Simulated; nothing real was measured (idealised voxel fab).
Name of the process module below: voxel wiring stack
The cross-section shown here is cut; it is 220 nm wide and divided into square cells measuring 5 nm on a side.
Notation: cross-section as square-cell grid; stated in bands, top first, going down; one or more cell rows per band. For a band, the entry starts with two heights in nm, that of the top and then that of the bottom, and carries on with the band's materials in order from left to right, each alongside its width in nm; the word "throughout" beside a single material means it fills the band edge to edge, and "blank" means empty space. Height 0 is the level under which the wafer as received is all one material. The lowest band goes on downwards, as in "z 0 and below". Quick explanation for "30..40": the width changes in equal steps down the rows of cells, from the first number in the band's top row to the second number in its bottom row. What does "changes: none" mean for a step? It means no cell of the cross-section changed in that step. "Closed-off voids" enumerates empty spaces isolated from the top, with no open way to it, that contain at least 8 cells, giving each as width x height at distance from the left edge, all three in nm. Text after the settings on a step's line: the simulator's own remark on that step. The "overlay nm" setting may appear on a step's line; for a step that uses a mask, it gives how far to the right of its planned position the mask lay, and a negative value indicates the left.
Listed below are the process steps as planned
step 1: RECEIVE [material Si]
step 2: CONFORMAL_DEP [material SiO2] [thk nm 10]
step 3: DIRECTIONAL_DEP [material TiN] [thk nm 5]
step 4: DIRECTIONAL_DEP [material Ru] [thk nm 15]
step 5: MASKED_ETCH [tone cover] [mask id METAL_1] [width nm 30] [pitch nm 50] [etch materials Ru] [depth nm 15] [overlay nm 0]
step 6: MASKED_ETCH [tone cover] [mask id METAL_1] [width nm 30] [pitch nm 50] [etch materials TiN] [depth nm 5] [overlay nm 0]
step 7: FILL_DEP [material lowk] [thk nm 5]
step 8: CMP [height nm 30]
step 9: CONFORMAL_DEP [material SiCN] [thk nm 5]
step 10: DIRECTIONAL_DEP [material lowk] [thk nm 10]
step 11: MASKED_ETCH [tone open] [mask id PLUG_1] [width nm 15] [pitch nm 50] [etch materials lowk] [depth nm 10] [overlay nm 0]
step 12: MASKED_ETCH [tone open] [mask id PLUG_1] [width nm 15] [pitch nm 50] [etch materials SiCN] [depth nm 5] [overlay nm 0]
step 13: EPI [material Ru] [thk nm 10]
step 14: EPI [material Ru] [thk nm 5]
step 15: DIRECTIONAL_DEP [material TiN] [thk nm 5]
step 16: DIRECTIONAL_DEP [material Ru] [thk nm 20]
step 17: DIRECTIONAL_DEP [material aC] [thk nm 10]
step 18: PATTERN [tone cover] [mask id METAL_2] [material resist] [width nm 30] [pitch nm 50] [thk nm 30] [overlay nm 0]
step 19: DIRECTIONAL_ETCH [etch materials aC] [depth nm 10]
step 20: STRIP [etch materials resist]
step 21: DIRECTIONAL_ETCH [etch materials Ru] [depth nm 20]
step 22: DIRECTIONAL_ETCH [etch materials TiN] [depth nm 5]
step 23: STRIP [etch materials aC]
step 24: CONFORMAL_DEP [material SiN] [thk nm 5]
step 25: FILL_DEP [material SiO2] [thk nm 5]
step 26: CMP [height nm 70]
step 27: CONFORMAL_DEP [material SiCN] [thk nm 5]
step 28: DIRECTIONAL_DEP [material lowk] [thk nm 20]
step 29: PATTERN [tone open] [mask id PLUG_2] [material resist] [width nm 15] [pitch nm 50] [thk nm 20] [overlay nm 0]
step 30: DIRECTIONAL_ETCH [etch materials lowk] [depth nm 20]
step 31: DIRECTIONAL_ETCH [etch materials SiCN] [depth nm 5]
step 32: STRIP [etch materials resist]
step 33: EPI [material Ru] [thk nm 10]
step 34: EPI [material Ru] [thk nm 10]
step 35: EPI [material Ru] [thk nm 5]
step 36: CONFORMAL_DEP [material SiCN] [thk nm 5]
step 37: DIRECTIONAL_DEP [material lowk] [thk nm 25]
step 38: MASKED_ETCH [tone open] [mask id METAL_3] [width nm 30] [pitch nm 50] [etch materials lowk] [depth nm 25] [overlay nm 0]
step 39: MASKED_ETCH [tone open] [mask id METAL_3] [width nm 30] [pitch nm 50] [etch materials SiCN] [depth nm 5] [overlay nm 0]
step 40: CONFORMAL_DEP [material TiN] [thk nm 5]
step 41: FILL_DEP [material W] [thk nm 5]
step 42: CMP [height nm 125]
step 43: EPI [material Ru] [thk nm 5]
step 44: FILL_DEP [material SiCN] [thk nm 5]
Cross-section of the incoming wafer, state after step 1
    z 0 and below = Si throughout
    Closed-off voids: none
Same starting wafer, same plan as above, one mistake in the execution; this is the cross-section at the end of the module
    z 135 to 130 = SiCN throughout
    z 130 to 125 = SiCN (40); Ru (40); SiCN (10); Ru (40); SiCN (10); Ru (40); SiCN (40)
    z 125 to 100 = lowk (45); TiN (5); W (20); TiN (5); lowk (20); TiN (5); W (20); TiN (5); lowk (20); TiN (5); W (20); TiN (5); lowk (45)
    z 100 to 95 = SiCN (45); TiN (30); SiCN (20); TiN (30); SiCN (20); TiN (30); SiCN (45)
    z 95 to 75 = lowk (45); SiCN (5); TiN (5); SiCN (5); lowk (35); SiCN (5); TiN (5); SiCN (5); lowk (35); SiCN (5); TiN (5); SiCN (5); lowk (60)
    z 75 to 70 = SiCN (50); TiN (5); SiCN (45); TiN (5); SiCN (45); TiN (5); SiCN (65)
    z 70 to 60 = SiO2 (55..40); SiN (5..20); Ru (15); SiN (5); SiO2 (25..10); SiN (5..20); Ru (15); SiN (5); SiO2 (25..10); SiN (5..20); Ru (15); SiN (5); SiO2 (40)
    z 60 to 50 = SiO2 (40); SiN (5); Ru (30); SiN (5); SiO2 (10); SiN (5); Ru (30); SiN (5); SiO2 (10); SiN (5); Ru (30); SiN (5); SiO2 (40)
    z 50 to 45 = SiN (45); Ru (15); TiN (15); SiN (20); Ru (15); TiN (15); SiN (20); Ru (15); TiN (15); SiN (45)
    z 45 to 40 = lowk (45); Ru (15); lowk (35); Ru (15); lowk (35); Ru (15); lowk (60)
    z 40 to 35 = lowk (45); TiN (15); lowk (35); TiN (15); lowk (35); TiN (15); lowk (60)
    z 35 to 30 = SiO2 throughout
    z 30 to 15 = lowk (45); Ru (30); lowk (20); Ru (30); lowk (20); Ru (30); lowk (45)
    z 15 to 10 = lowk (45); TiN (30); lowk (20); TiN (30); lowk (20); TiN (30); lowk (45)
    z 10 to 0 = SiO2 throughout
    z 0 and below = Si throughout
    Closed-off voids: none
Deviation from plan: step 9 changed vs plan, executed as CONFORMAL_DEP [material SiO2] [thk nm 5]
